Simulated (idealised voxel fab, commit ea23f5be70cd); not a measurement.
Process module in this document: voxel gate over fins
Section shown: cut. Width: 205 nm. Cell size: 5 nm, square.
Square cells in a grid make up a cross-section in this document, and the grid is given as bands, listed from the top down, each one or more rows of cells. Look at the band entry: it leads with the top's height and the bottom's height in nm. Then it lists the materials left to right, with a width in nm for each. The word "full width" on a single material says that material fills the band edge to edge. The word "blank" is empty space. Height datum 0, below which the as-received substrate wafer is one material. Lowest band open at the bottom, running downward: "top 0, no bottom". Top row gets the first number, bottom row gets the second, and each row in between changes by the same step: that is how a band width like "30..40" works. "same as before" for a step: no cell of the cross-section changed in that step. This entry, "Voids, sealed", enumerates those empty regions of no fewer than 8 cells that possess no open connection to the top. Each region is reported in the form width x height at distance, the distance being taken from the left edge, with all three quantities expressed in nm. Where a step's line continues beyond its settings, the continuation is a remark by the simulator itself on that step. Each step line may optionally specify "overlay nm", which for a step with a mask gives the rightward distance between the mask's planned place and where it lay, a negative value indicating the leftward direction.
**Steps planned for the process**
1) RECEIVE, material Si
2) CONFORMAL_DEP, material SiN, thk nm 5
3) MASKED_ETCH, tone cover, mask id FINS, width nm 15, pitch nm 40, etch materials SiN, depth nm 5, overlay nm 0
4) MASKED_ETCH, tone cover, mask id FINS, width nm 15, pitch nm 40, etch materials Si, depth nm 40, overlay nm 0
5) OXIDIZE, depth nm 5
6) FILL_DEP, material SiO2, thk nm 5
7) CMP, height nm 5
8) SELECTIVE_ETCH, etch materials SiO2, depth nm 15
9) STRIP, etch materials SiN
10) CONFORMAL_DEP, material HfO2, thk nm 5
11) CONFORMAL_DEP, material TiN, thk nm 5
12) FILL_DEP, material W, thk nm 15
13) CMP, height nm 20
14) CONFORMAL_DEP, material SiCN, thk nm 10
**Received-state cross-section, reflecting completion of step 1**
  top 0, no bottom  Si full width
  Voids, sealed: none
**Here's the cross-section of the first of our two wafers at the end of the module - it ran as planned**
  top 30, bottom 20  SiCN full width
  top 20, bottom 10  W full width
  top 10, bottom 5  W=70, then TiN=25, then W=15, then TiN=25, then W=70
  top 5, bottom 0  W=70, then TiN=5, then HfO2=15, then TiN=5, then W=15, then TiN=5, then HfO2=15, then TiN=5, then W=70
  top 0, bottom -5  TiN=75, then HfO2=5, then Si=5, then HfO2=5, then TiN=25, then HfO2=5, then Si=5, then HfO2=5, then TiN=75
  top -5, bottom -10  HfO2=80, then Si=5, then HfO2=35, then Si=5, then HfO2=80
  top -10, bottom -45  SiO2=80, then Si=5, then SiO2=35, then Si=5, then SiO2=80
  top -45, no bottom  Si full width
  Voids, sealed: none
**What the second wafer looks like in cross-section once the module is done. Its start and its plan matched the first wafer's exactly; what differed was one mistake in how it was run**
  top 30, bottom 20  SiCN full width
  top 20, bottom 10  W full width
  top 10, bottom 5  W=70, then TiN=25, then W=15, then TiN=25, then W=70
  top 5, bottom 0  W=70, then TiN=5, then HfO2=15, then TiN=5, then W=15, then TiN=5, then HfO2=15, then TiN=5, then W=70
  top 0, bottom -15  W=70, then TiN=5, then HfO2=5, then Si=5, then HfO2=5, then TiN=5, then W=15, then TiN=5, then HfO2=5, then Si=5, then HfO2=5, then TiN=5, then W=70
  top -15, bottom -20  TiN=75, then HfO2=5, then Si=5, then HfO2=5, then TiN=25, then HfO2=5, then Si=5, then HfO2=5, then TiN=75
  top -20, bottom -25  HfO2=80, then Si=5, then HfO2=35, then Si=5, then HfO2=80
  top -25, bottom -45  SiO2=80, then Si=5, then SiO2=35, then Si=5, then SiO2=80
  top -45, no bottom  Si full width
  Voids, sealed: none
Finding, execution versus plan: plan step 8 was twice executed
The final cell counts differ between the wafers, with the second having more or fewer of some materials than the first: HfO2 +12 | SiO2 -117 | TiN +12 | W +93
